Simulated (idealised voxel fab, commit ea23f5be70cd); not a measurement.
Process module heading - voxel quadruple lines
Cross-sectional view cut (width: 175 nm; square cell size: 5 nm).
Think of the cross-section as a grid of square cells. We describe it in bands, top to bottom, and each band covers one or more rows of those cells. For a band, the entry starts with two heights in nm, that of the top and then that of the bottom, and carries on with the band's materials in order from left to right, each alongside its width in nm; the word "edge to edge" beside a single material means it fills the band edge to edge, and "blank" means empty space. Convention: height 0 is the level below which the wafer, as received, is all one material. The lowest band does not terminate at the bottom but continues downward, represented as "top 0, no bottom". A two-number width, for instance "30..40", indicates that the width is equal to the first number in the top row of the band and to the second number in the bottom row, and that it changes by a constant amount per row of cells. Key: "remains unaltered" - step with no changed cell in the cross-section. Voids not open to the top, 8 cells minimum: see "Listed closed voids". Written width x height at distance; distance is from the left edge; nm. On a step's line, text after the settings is the simulator commenting on that step. Steps that use a mask can have "overlay nm" on their line. It says how far the mask sat to the right of where it was meant to be. Negative means to the left.

# The planned process steps are enumerated hereunder
- 1: RECEIVE: material Si
- 2: CONFORMAL_DEP: material SiO2, thk nm 10
- 3: DIRECTIONAL_DEP: material TiN, thk nm 15
- 4: DIRECTIONAL_DEP: material polySi, thk nm 20
- 5: DIRECTIONAL_DEP: material aC, thk nm 25
- 6: PATTERN: tone cover, mask id MANDREL, material resist, width nm 25, pitch nm 80, thk nm 30, overlay nm 0
- 7: DIRECTIONAL_ETCH: etch materials aC, depth nm 25
- 8: STRIP: etch materials resist
- 9: CONFORMAL_DEP: material SiO2, thk nm 15
- 10: DIRECTIONAL_ETCH: etch materials SiO2, depth nm 15
- 11: STRIP: etch materials aC
- 12: DIRECTIONAL_ETCH: etch materials polySi, depth nm 20
- 13: STRIP: etch materials SiO2
- 14: CONFORMAL_DEP: material SiN, thk nm 5
- 15: DIRECTIONAL_ETCH: etch materials SiN, depth nm 5
- 16: STRIP: etch materials polySi
- 17: DIRECTIONAL_ETCH: etch materials TiN, depth nm 15
- 18: STRIP: etch materials SiN
- 19: FILL_DEP: material lowk, thk nm 10
- 20: CMP: height nm 25

# Step 1 complete: cross-section of the wafer as received
  top 0, no bottom  Si edge to edge
  Listed closed voids: none

# What the wafer looks like in cross-section after this module, when it starts as shown above and follows the plan above but one mistake is made in running it
  top 25, bottom 10  lowk 30; TiN 5; lowk 25; TiN 5; lowk 45; TiN 5; lowk 25; TiN 5; lowk 30
  top 10, bottom 0  SiO2 edge to edge
  top 0, no bottom  Si edge to edge
  Listed closed voids: none
what went wrong: not per plan at step 6, really ran PATTERN: tone open, mask id MANDREL, material resist, width nm 25, pitch nm 80, thk nm 30, overlay nm 0
